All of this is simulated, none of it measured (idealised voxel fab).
process module | voxel released beams
cross-section cut | 270 nm wide | cells 5 nm
A cross-section is a grid of square cells, given in bands from the top down. A band is one or more rows of cells.
Each band's line starts with the height of the band's top and of its bottom, in nm. Then come its materials from left to right, each with its width in nm. One material with "throughout" fills the band from edge to edge. "air" is empty space.
Height 0 is the level under which the wafer as received is all one material. The lowest band goes on downwards, as in "0 down".
A width such as "30 to 40" changes by the same amount from each row of cells to the next, from the band's top row to its bottom row.
"no change" after a step means that no cell of the cross-section changed.
closed voids: empty space of 8 cells or more with no open way to the top, each as width x height at its distance from the left edge, in nm
after a step's settings: what the simulator itself notes on the step
overlay nm, on a step with a mask: how far to the right of its planned place the mask lay; to the left if negative
plan
1 op RECEIVE | material Si
2 op CONFORMAL_DEP | material SiN | thk nm 5
3 op DIRECTIONAL_DEP | material SiO2 | thk nm 10
4 op MASKED_ETCH | tone open | mask id ANCHOR | width nm 35 | etch materials SiO2 | depth nm 10 | overlay nm 0
5 op CONFORMAL_DEP | material polySi | thk nm 10
6 op DIRECTIONAL_DEP | material aC | thk nm 5
7 op PATTERN | tone cover | mask id BEAM | material resist | width nm 100 | thk nm 30 | overlay nm 0
8 op DIRECTIONAL_ETCH | etch materials aC | depth nm 15
9 op STRIP | etch materials resist
10 op DIRECTIONAL_ETCH | etch materials polySi | depth nm 10
11 op STRIP | etch materials aC
12 op STRIP | etch materials SiO2
varied across the wafers: thk nm of step 6. The plan shows the first wafer's value. All wafers start alike
first wafer as received, after step 1
  0 down: Si throughout
  closed voids: none
first wafer at the end, after step 12
  25 to 15: air 80 | polySi 15 | air 15 | polySi 70 | air 90
  15 to 5: air 85 | polySi 35 | air 150
  5 to 0: SiN throughout
  0 down: Si throughout
  closed voids: none
last wafer at the end
  25 to 15: polySi 95 | air 15 | polySi 160
  15 to 5: SiO2 85 | polySi 35 | SiO2 150
  5 to 0: SiN throughout
  0 down: Si throughout
  closed voids: none
each wafer at the end: cells of each material gained (+) or lost (-) since it was received, then its closed voids
thk nm 5 | +54 SiN | +48 polySi | closed voids: none
thk nm 10 | +54 SiN | +48 polySi | closed voids: none
thk nm 15 | +54 SiN | +48 polySi | closed voids: none
thk nm 20 | +54 SiN | +94 SiO2 | +116 polySi | closed voids: none
thk nm 25 | +54 SiN | +94 SiO2 | +116 polySi | closed voids: none
thk nm 30 | +54 SiN | +94 SiO2 | +116 polySi | closed voids: none
